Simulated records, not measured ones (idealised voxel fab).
A process module follows: voxel gate over fins.
Xsec cut, 250 nm wide, square cell size 5 nm.
We lay out every cross-section as a grid of square cells and spell it out in bands from the top down, where one band means one or more rows of cells. Quick guide to a band line: top height, bottom height (nm) up front; then every material left to right with its width in nm. Only one material and it's marked "all across"? Then it fills the band edge to edge. And "air" just means empty space. Height is counted from the level 0, under which the received wafer is composed throughout of one material. The lowest of the bands is not closed at the bottom but continues downward, in the notation "from 0 down". Think of "30..40" as a width that walks from the first number to the second as you go down the band, top row to bottom row, taking equal-sized steps from row to row. "nothing altered" means the step left every cell of the cross-section as it was. Listed in "Enclosed internal voids": every empty space of 8 or more cells without an open way to the top. Form: width x height at distance, the distance being from the left edge, all in nm. Whatever follows a step's settings on its line is a remark the simulator itself makes about that step. Regarding "overlay nm": on a step with a mask, it is the distance the mask lay to the right of its planned place; a negative value places it to the left.
The planned process steps are enumerated hereunder:
1 RECEIVE, material Si
2 CONFORMAL_DEP, material SiN, thk nm 5
3 MASKED_ETCH, tone cover, mask id FINS, width nm 15, pitch nm 55, etch materials SiN, depth nm 5, overlay nm 0
4 MASKED_ETCH, tone cover, mask id FINS, width nm 15, pitch nm 55, etch materials Si, depth nm 40, overlay nm 0
5 OXIDIZE, depth nm 5
6 FILL_DEP, material SiO2, thk nm 15
7 CMP, height nm 5
8 MASKED_ETCH, tone open, mask id RAIL, width nm 15, etch materials SiO2, depth nm 40, overlay nm 0
9 CONFORMAL_DEP, material TiN, thk nm 5
10 FILL_DEP, material W, thk nm 10
11 CMP, height nm 5
12 SELECTIVE_ETCH, etch materials W Ru TiN, depth nm 30
13 FILL_DEP, material SiO2, thk nm 5
14 CMP, height nm 5
15 SELECTIVE_ETCH, etch materials SiO2, depth nm 20
16 STRIP, etch materials SiN
17 CONFORMAL_DEP, material HfO2, thk nm 5
18 CONFORMAL_DEP, material TiN, thk nm 5
19 FILL_DEP, material W, thk nm 10
20 CMP, height nm 15
21 CONFORMAL_DEP, material SiN, thk nm 5
Wafer as received: cross-section following step 1:
	from 0 down: Si all across
	Enclosed internal voids: none
Cross-section at module end, one run error; start and plan unchanged from above:
	from 20 to 15: SiN all across
	from 15 to 5: W all across
	from 5 to 0: 30 W; 25 TiN; 30 W; 25 TiN; 30 W; 25 TiN; 30 W; 25 TiN; 30 W
	from 0 to -5: 30 W; 5 TiN; 15 HfO2; 5 TiN; 30 W; 5 TiN; 15 HfO2; 5 TiN; 30 W; 5 TiN; 15 HfO2; 5 TiN; 30 W; 5 TiN; 15 HfO2; 5 TiN; 30 W
	from -5 to -10: 35 TiN; 5 HfO2; 5 Si; 5 HfO2; 40 TiN; 5 HfO2; 5 Si; 5 HfO2; 40 TiN; 5 HfO2; 5 Si; 5 HfO2; 40 TiN; 5 HfO2; 5 Si; 5 HfO2; 35 TiN
	from -10 to -15: 40 HfO2; 5 Si; 50 HfO2; 5 Si; 50 HfO2; 5 Si; 50 HfO2; 5 Si; 40 HfO2
	from -15 to -25: 40 SiO2; 5 Si; 50 SiO2; 5 Si; 50 SiO2; 5 Si; 50 SiO2; 5 Si; 40 SiO2
	from -25 to -30: 40 SiO2; 5 Si; 15 SiO2; 5 TiN; 5 W; 5 TiN; 20 SiO2; 5 Si; 50 SiO2; 5 Si; 50 SiO2; 5 Si; 40 SiO2
	from -30 to -35: 40 SiO2; 5 Si; 15 SiO2; 15 TiN; 20 SiO2; 5 Si; 50 SiO2; 5 Si; 50 SiO2; 5 Si; 40 SiO2
	from -35 to -45: 40 SiO2; 5 Si; 50 SiO2; 5 Si; 50 SiO2; 5 Si; 50 SiO2; 5 Si; 40 SiO2
	from -45 down: Si all across
	Enclosed internal voids: none
Here's what went sideways: step 2 of the plan: omitted, not performed
